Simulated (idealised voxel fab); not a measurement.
process module | voxel capacitor over wiring
cross-section cut | 220 nm wide | cells 5 nm
A cross-section is a grid of square cells, given in bands from the top down. A band is one or more rows of cells.
Each band's line starts with the height of the band's top and of its bottom, in nm. Then come its materials from left to right, each with its width in nm. One material with "throughout" fills the band from edge to edge. "air" is empty space.
Height 0 is the level under which the wafer as received is all one material. The lowest band goes on downwards, as in "0 down".
A width such as "30 to 40" changes by the same amount from each row of cells to the next, from the band's top row to its bottom row.
"no change" after a step means that no cell of the cross-section changed.
closed voids: empty space of 8 cells or more with no open way to the top, each as width x height at its distance from the left edge, in nm
after a step's settings: what the simulator itself notes on the step
overlay nm, on a step with a mask: how far to the right of its planned place the mask lay; to the left if negative
plan
1 op RECEIVE | material Si
2 op CONFORMAL_DEP | material SiO2 | thk nm 10
3 op CONFORMAL_DEP | material SiCN | thk nm 5
4 op DIRECTIONAL_DEP | material lowk | thk nm 15
5 op PATTERN | tone open | mask id METAL_1 | material resist | width nm 30 | pitch nm 85 | thk nm 15 | overlay nm 0
6 op DIRECTIONAL_ETCH | etch materials lowk | depth nm 15
7 op DIRECTIONAL_ETCH | etch materials SiCN | depth nm 5
8 op STRIP | etch materials resist
9 op CONFORMAL_DEP | material TiN | thk nm 5
10 op FILL_DEP | material W | thk nm 10
11 op CMP | height nm 30
12 op CONFORMAL_DEP | material SiCN | thk nm 5
13 op DIRECTIONAL_DEP | material lowk | thk nm 10
14 op DIRECTIONAL_DEP | material aC | thk nm 15
15 op PATTERN | tone open | mask id PLUG_1 | material resist | width nm 15 | thk nm 30 | overlay nm 0
16 op DIRECTIONAL_ETCH | etch materials aC | depth nm 15
17 op STRIP | etch materials resist
18 op DIRECTIONAL_ETCH | etch materials lowk | depth nm 10
19 op DIRECTIONAL_ETCH | etch materials SiCN | depth nm 5
20 op STRIP | etch materials aC
21 op EPI | material Ru | thk nm 10
22 op EPI | material Ru | thk nm 5
23 op DIRECTIONAL_DEP | material TiN | thk nm 5
24 op DIRECTIONAL_DEP | material Al2O3 | thk nm 5
25 op DIRECTIONAL_DEP | material TiN | thk nm 5
26 op PATTERN | tone cover | mask id UPPER_PLATE | material resist | width nm 60 | thk nm 20 | overlay nm 0
27 op DIRECTIONAL_ETCH | etch materials TiN | depth nm 5
28 op DIRECTIONAL_ETCH | etch materials Al2O3 | depth nm 5
29 op STRIP | etch materials resist
30 op DIRECTIONAL_DEP | material aC | thk nm 15
31 op PATTERN | tone cover | mask id LOWER_PLATE | material resist | width nm 70 | thk nm 30 | overlay nm 0
32 op DIRECTIONAL_ETCH | etch materials aC | depth nm 15
33 op STRIP | etch materials resist
34 op DIRECTIONAL_ETCH | etch materials TiN | depth nm 5
35 op STRIP | etch materials aC
36 op FILL_DEP | material SiO2 | thk nm 20
37 op CMP | height nm 75
38 op PATTERN | tone open | mask id PLUG_2 | material resist | width nm 15 | thk nm 15 | overlay nm 0
39 op DIRECTIONAL_ETCH | etch materials SiO2 | depth nm 15
40 op STRIP | etch materials resist
41 op CONFORMAL_DEP | material TiN | thk nm 5
42 op FILL_DEP | material Cu | thk nm 10
43 op CMP | height nm 75
44 op CONFORMAL_DEP | material SiN | thk nm 5
first wafer, as planned
as received, after step 1
  0 down: Si throughout
  closed voids: none
after step 2
  10 to 0: SiO2 throughout
  below 0: unchanged
after step 3
  15 to 10: SiCN throughout
  below 10: unchanged
after step 4
  30 to 15: lowk throughout
  below 15: unchanged
after step 5
  45 to 30: resist 50 | air 30 | resist 55 | air 30 | resist 55
  below 30: unchanged
after step 6
  45 to 30: resist 50 | air 30 | resist 55 | air 30 | resist 55
  30 to 15: lowk 50 | air 30 | lowk 55 | air 30 | lowk 55
  below 15: unchanged
after step 7
  45 to 30: resist 50 | air 30 | resist 55 | air 30 | resist 55
  30 to 15: lowk 50 | air 30 | lowk 55 | air 30 | lowk 55
  15 to 10: SiCN 50 | air 30 | SiCN 55 | air 30 | SiCN 55
  below 10: unchanged
after step 8
  30 to 15: lowk 50 | air 30 | lowk 55 | air 30 | lowk 55
  below 15: unchanged
after step 9
  35 to 30: TiN 55 | air 20 | TiN 65 | air 20 | TiN 60
  30 to 15: lowk 50 | TiN 5 | air 20 | TiN 5 | lowk 55 | TiN 5 | air 20 | TiN 5 | lowk 55
  15 to 10: SiCN 50 | TiN 30 | SiCN 55 | TiN 30 | SiCN 55
  below 10: unchanged
after step 10
  45 to 35: W throughout
  35 to 30: TiN 55 | W 20 | TiN 65 | W 20 | TiN 60
  30 to 15: lowk 50 | TiN 5 | W 20 | TiN 5 | lowk 55 | TiN 5 | W 20 | TiN 5 | lowk 55
  below 15: unchanged
after step 11
  30 to 15: lowk 50 | TiN 5 | W 20 | TiN 5 | lowk 55 | TiN 5 | W 20 | TiN 5 | lowk 55
  below 15: unchanged
after step 12
  35 to 30: SiCN throughout
  below 30: unchanged
after step 13
  45 to 35: lowk throughout
  below 35: unchanged
after step 14
  60 to 45: aC throughout
  below 45: unchanged
after step 15
  90 to 60: resist 65 | air 15 | resist 140
  below 60: unchanged
after step 16
  75 to 60: resist 65 | air 15 | resist 140
  60 to 45: aC 65 | air 15 | aC 140
  below 45: unchanged
after step 17
  60 to 45: aC 65 | air 15 | aC 140
  below 45: unchanged
after step 18
  60 to 45: aC 65 | air 15 | aC 140
  45 to 35: lowk 65 | air 15 | lowk 140
  below 35: unchanged
after step 19
  60 to 45: aC 65 | air 15 | aC 140
  45 to 35: lowk 65 | air 15 | lowk 140
  35 to 30: SiCN 65 | air 15 | SiCN 140
  below 30: unchanged
after step 20
  45 to 35: lowk 65 | air 15 | lowk 140
  below 35: unchanged
after step 21
  45 to 40: lowk 65 | air 15 | lowk 140
  40 to 35: lowk 65 | Ru 15 | lowk 140
  35 to 30: SiCN 65 | Ru 15 | SiCN 140
  below 30: unchanged
after step 22
  45 to 35: lowk 65 | Ru 15 | lowk 140
  below 35: unchanged
after step 23
  50 to 45: TiN throughout
  below 45: unchanged
after step 24
  55 to 50: Al2O3 throughout
  below 50: unchanged
after step 25
  60 to 55: TiN throughout
  below 55: unchanged
after step 26
  80 to 60: air 65 | resist 60 | air 95
  below 60: unchanged
after step 27
  80 to 60: air 65 | resist 60 | air 95
  60 to 55: air 65 | TiN 60 | air 95
  below 55: unchanged
after step 28
  80 to 60: air 65 | resist 60 | air 95
  60 to 55: air 65 | TiN 60 | air 95
  55 to 50: air 65 | Al2O3 60 | air 95
  below 50: unchanged
after step 29
  60 to 55: air 65 | TiN 60 | air 95
  below 55: unchanged
after step 30
  75 to 65: air 65 | aC 60 | air 95
  65 to 60: aC throughout
  60 to 55: aC 65 | TiN 60 | aC 95
  55 to 50: aC 65 | Al2O3 60 | aC 95
  below 50: unchanged
after step 31
  105 to 75: air 60 | resist 70 | air 90
  75 to 65: air 60 | resist 5 | aC 60 | resist 5 | air 90
  below 65: unchanged
after step 32
  90 to 75: air 60 | resist 70 | air 90
  75 to 65: air 60 | resist 5 | aC 60 | resist 5 | air 90
  65 to 60: air 60 | aC 70 | air 90
  60 to 55: air 60 | aC 5 | TiN 60 | aC 5 | air 90
  55 to 50: air 60 | aC 5 | Al2O3 60 | aC 5 | air 90
  below 50: unchanged
after step 33
  75 to 65: air 65 | aC 60 | air 95
  below 65: unchanged
after step 34
  75 to 65: air 65 | aC 60 | air 95
  65 to 60: air 60 | aC 70 | air 90
  60 to 55: air 60 | aC 5 | TiN 60 | aC 5 | air 90
  55 to 50: air 60 | aC 5 | Al2O3 60 | aC 5 | air 90
  50 to 45: air 60 | TiN 70 | air 90
  below 45: unchanged
after step 35
  60 to 55: air 65 | TiN 60 | air 95
  55 to 50: air 65 | Al2O3 60 | air 95
  below 50: unchanged
after step 36
  80 to 60: SiO2 throughout
  60 to 55: SiO2 65 | TiN 60 | SiO2 95
  55 to 50: SiO2 65 | Al2O3 60 | SiO2 95
  50 to 45: SiO2 60 | TiN 70 | SiO2 90
  below 45: unchanged
after step 37
  75 to 60: SiO2 throughout
  below 60: unchanged
after step 38
  90 to 75: resist 75 | air 15 | resist 130
  below 75: unchanged
after step 39
  90 to 75: resist 75 | air 15 | resist 130
  75 to 60: SiO2 75 | air 15 | SiO2 130
  below 60: unchanged
after step 40
  75 to 60: SiO2 75 | air 15 | SiO2 130
  below 60: unchanged
after step 41
  80 to 75: TiN 80 | air 5 | TiN 135
  75 to 65: SiO2 75 | TiN 5 | air 5 | TiN 5 | SiO2 130
  65 to 55: SiO2 75 to 65 | TiN 15 to 60 | SiO2 130 to 95
  below 55: unchanged
after step 42
  90 to 80: Cu throughout
  80 to 75: TiN 80 | Cu 5 | TiN 135
  75 to 65: SiO2 75 | TiN 5 | Cu 5 | TiN 5 | SiO2 130
  below 65: unchanged
after step 43
  75 to 65: SiO2 75 | TiN 5 | Cu 5 | TiN 5 | SiO2 130
  below 65: unchanged
after step 44
  80 to 75: SiN throughout
  below 75: unchanged
second wafer: like start, like plan, one mistake. Through step 37 it matches the first wafer
when step 38 should have ended
  90 to 75: resist 70 | air 25 | resist 125
  below 75: unchanged
when step 39 should have ended
  90 to 75: resist 70 | air 25 | resist 125
  75 to 60: SiO2 70 | air 25 | SiO2 125
  below 60: unchanged
when step 40 should have ended
  75 to 60: SiO2 70 | air 25 | SiO2 125
  below 60: unchanged
when step 41 should have ended
  80 to 75: TiN 75 | air 15 | TiN 130
  75 to 65: SiO2 70 | TiN 5 | air 15 | TiN 5 | SiO2 125
  65 to 55: SiO2 70 to 65 | TiN 25 to 60 | SiO2 125 to 95
  below 55: unchanged
when step 42 should have ended
  90 to 80: Cu throughout
  80 to 75: TiN 75 | Cu 15 | TiN 130
  75 to 65: SiO2 70 | TiN 5 | Cu 15 | TiN 5 | SiO2 125
  below 65: unchanged
when step 43 should have ended
  75 to 65: SiO2 70 | TiN 5 | Cu 15 | TiN 5 | SiO2 125
  below 65: unchanged
when step 44 should have ended
  80 to 75: SiN throughout
  below 75: unchanged
what went wrong: step 38 ran as: op PATTERN | tone open | mask id PLUG_2 | material resist | width nm 25 | thk nm 15 | overlay nm 0
at the end the second wafer has, in cells: 4 more of Cu | 6 fewer of SiO2 | 2 more of TiN
